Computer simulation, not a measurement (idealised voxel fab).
Process module, titled voxel wiring stack
The cross-section on display is named cut; it measures 250 nm wide, and its cells are 5 nm squares.
This document writes a cross-section as a grid whose cells are square, and gives it as bands, listed from the top down; one or more rows of cells form a band. Top, bottom (nm), then materials left to right with widths (nm); lone material tagged "throughout" fills the whole band edge to edge; "blank" = empty space. A quick word on heights: they are counted from 0, and under that level the wafer as it came to us is one material throughout. The lowest band is different from the rest in having no bottom; it simply continues downward, written as in "from 0 down". It should be noted that a width expressed as "30 to 40" varies in equal increments from row to row of cells within the band, taking the value of the first number at the top row and that of the second number at the bottom row. Take "nothing altered" at face value: in the step it is given for, the cross-section changed in none of its cells. You'll see "Unvented internal voids" listing empty spaces that have no way open to the top, as long as they're 8 cells or more; the notation is width x height at distance, where the distance is from the left edge, and all of it is in nm. It should be noted that, on the line of a given step, the content following the step's settings is a remark produced by the simulator itself with respect to that step. overlay nm: step with mask; distance mask lay right of planned place; negative value = left of planned place.
### Process steps - plan
1: RECEIVE [material Si]
2: CONFORMAL_DEP [material SiO2] [thk nm 15]
3: CONFORMAL_DEP [material SiN] [thk nm 5]
4: DIRECTIONAL_DEP [material SiO2] [thk nm 15]
5: DIRECTIONAL_DEP [material aC] [thk nm 15]
6: PATTERN [tone open] [mask id METAL_1] [material resist] [width nm 30] [pitch nm 60] [thk nm 30] [overlay nm 0]
7: DIRECTIONAL_ETCH [etch materials aC] [depth nm 15]
8: STRIP [etch materials resist]
9: DIRECTIONAL_ETCH [etch materials SiO2] [depth nm 15]
10: DIRECTIONAL_ETCH [etch materials SiN] [depth nm 5]
11: STRIP [etch materials aC]
12: CONFORMAL_DEP [material TiN] [thk nm 5]
13: FILL_DEP [material Cu] [thk nm 10]
14: CMP [height nm 35]
15: EPI [material Ru] [thk nm 5]
16: FILL_DEP [material SiCN] [thk nm 5]
17: DIRECTIONAL_DEP [material SiO2] [thk nm 10]
18: DIRECTIONAL_DEP [material aC] [thk nm 15]
19: PATTERN [tone open] [mask id PLUG_1] [material resist] [width nm 15] [pitch nm 60] [thk nm 30] [overlay nm 0]
20: DIRECTIONAL_ETCH [etch materials aC] [depth nm 15]
21: STRIP [etch materials resist]
22: DIRECTIONAL_ETCH [etch materials SiO2] [depth nm 10]
23: DIRECTIONAL_ETCH [etch materials SiCN] [depth nm 5]
24: STRIP [etch materials aC]
25: EPI [material Ru] [thk nm 10]
26: EPI [material Ru] [thk nm 5]
27: CONFORMAL_DEP [material SiCN] [thk nm 5]
28: DIRECTIONAL_DEP [material lowk] [thk nm 20]
29: DIRECTIONAL_DEP [material aC] [thk nm 15]
30: PATTERN [tone open] [mask id METAL_2] [material resist] [width nm 30] [pitch nm 60] [thk nm 30] [overlay nm 0]
31: DIRECTIONAL_ETCH [etch materials aC] [depth nm 15]
32: STRIP [etch materials resist]
33: DIRECTIONAL_ETCH [etch materials lowk] [depth nm 20]
34: DIRECTIONAL_ETCH [etch materials SiCN] [depth nm 5]
35: STRIP [etch materials aC]
36: CONFORMAL_DEP [material TiN] [thk nm 5]
37: FILL_DEP [material W] [thk nm 10]
38: CMP [height nm 80]
39: CONFORMAL_DEP [material SiCN] [thk nm 5]
40: DIRECTIONAL_DEP [material SiO2] [thk nm 30]
41: DIRECTIONAL_DEP [material aC] [thk nm 15]
42: PATTERN [tone open] [mask id METAL_3_HOLES] [material resist] [width nm 15] [pitch nm 60] [thk nm 35] [overlay nm 0]
43: DIRECTIONAL_ETCH [etch materials aC] [depth nm 15]
44: STRIP [etch materials resist]
45: DIRECTIONAL_ETCH [etch materials SiO2] [depth nm 30]
46: STRIP [etch materials aC]
47: MASKED_ETCH [tone open] [mask id METAL_3] [width nm 30] [pitch nm 60] [etch materials SiO2] [depth nm 15] [overlay nm 0]
48: MASKED_ETCH [tone open] [mask id METAL_3] [width nm 30] [pitch nm 60] [etch materials SiCN] [depth nm 5] [overlay nm 0]
49: CONFORMAL_DEP [material TiN] [thk nm 5]
50: FILL_DEP [material Ru] [thk nm 10]
51: CMP [height nm 115]
52: CONFORMAL_DEP [material SiCN] [thk nm 5]
53: DIRECTIONAL_DEP [material lowk] [thk nm 25]
54: PATTERN [tone open] [mask id METAL_4_HOLES] [material resist] [width nm 15] [thk nm 15] [overlay nm 0]
55: DIRECTIONAL_ETCH [etch materials lowk] [depth nm 25]
56: STRIP [etch materials resist]
57: MASKED_ETCH [tone open] [mask id METAL_4] [width nm 30] [pitch nm 60] [etch materials lowk] [depth nm 15] [overlay nm 0]
58: MASKED_ETCH [tone open] [mask id METAL_4] [width nm 30] [pitch nm 60] [etch materials SiCN] [depth nm 5] [overlay nm 0]
59: CONFORMAL_DEP [material TiN] [thk nm 5]
60: FILL_DEP [material Cu] [thk nm 10]
61: CMP [height nm 145]
62: CONFORMAL_DEP [material SiCN] [thk nm 5]
### So this is the incoming wafer in cross-section - it's already been through step 1
- from 0 down = Si throughout
- Unvented internal voids: none
### Result of the module, cross-sectioned: start per above, plan per above, one error in how it was run
- from 150 to 145 = SiCN throughout
- from 145 to 135 = 80 of lowk | 5 of TiN | 20 of Cu | 5 of TiN | 30 of lowk | 5 of TiN | 20 of Cu | 5 of TiN | 80 of lowk
- from 135 to 130 = 80 of lowk | 5 of TiN | 5 of Cu | 20 of TiN | 30 of lowk | 30 of TiN | 80 of lowk
- from 130 to 120 = 80 of lowk | 5 of TiN | 5 of Cu | 5 of TiN | 155 of lowk
- from 120 to 115 = 80 of SiCN | 15 of TiN | 155 of SiCN
- from 115 to 105 = 80 of SiO2 | 5 of TiN | 20 of Ru | 5 of TiN | 30 of SiO2 | 5 of TiN | 20 of Ru | 5 of TiN | 80 of SiO2
- from 105 to 100 = 80 of SiO2 | 5 of TiN | 5 of Ru | 20 of TiN | 30 of SiO2 | 5 of TiN | 5 of Ru | 20 of TiN | 80 of SiO2
- from 100 to 85 = 80 of SiO2 | 5 of TiN | 5 of Ru | 5 of TiN | 45 of SiO2 | 5 of TiN | 5 of Ru | 5 of TiN | 95 of SiO2
- from 85 to 80 = 80 of SiCN | 15 of TiN | 45 of SiCN | 15 of TiN | 95 of SiCN
- from 80 to 70 = 80 of lowk | 5 of TiN | 20 of W | 5 of TiN | 30 of lowk | 5 of TiN | 20 of W | 5 of TiN | 80 of lowk
- from 70 to 65 = 65 of lowk | 15 of SiCN | 30 of TiN | 15 of lowk | 15 of SiCN | 30 of TiN | 80 of lowk
- from 65 to 60 = 65 of lowk | 5 of SiCN | 35 of Ru | 5 of SiCN | 15 of lowk | 5 of SiCN | 35 of Ru | 5 of SiCN | 80 of lowk
- from 60 to 55 = 70 of SiCN | 35 of Ru | 25 of SiCN | 35 of Ru | 85 of SiCN
- from 55 to 45 = 80 of SiO2 | 15 of Ru | 45 of SiO2 | 15 of Ru | 95 of SiO2
- from 45 to 35 = 80 to 75 of SiCN | 15 to 40 of Ru | 45 to 20 of SiCN | 15 to 40 of Ru | 95 to 75 of SiCN
- from 35 to 20 = 80 of SiO2 | 5 of TiN | 20 of Cu | 5 of TiN | 30 of SiO2 | 5 of TiN | 20 of Cu | 5 of TiN | 80 of SiO2
- from 20 to 15 = 80 of SiN | 30 of TiN | 30 of SiN | 30 of TiN | 80 of SiN
- from 15 to 0 = SiO2 throughout
- from 0 down = Si throughout
- Unvented internal voids: none
Heads up, the wafer didn't run the way we planned it: regarding the plan, step 25 was run twice
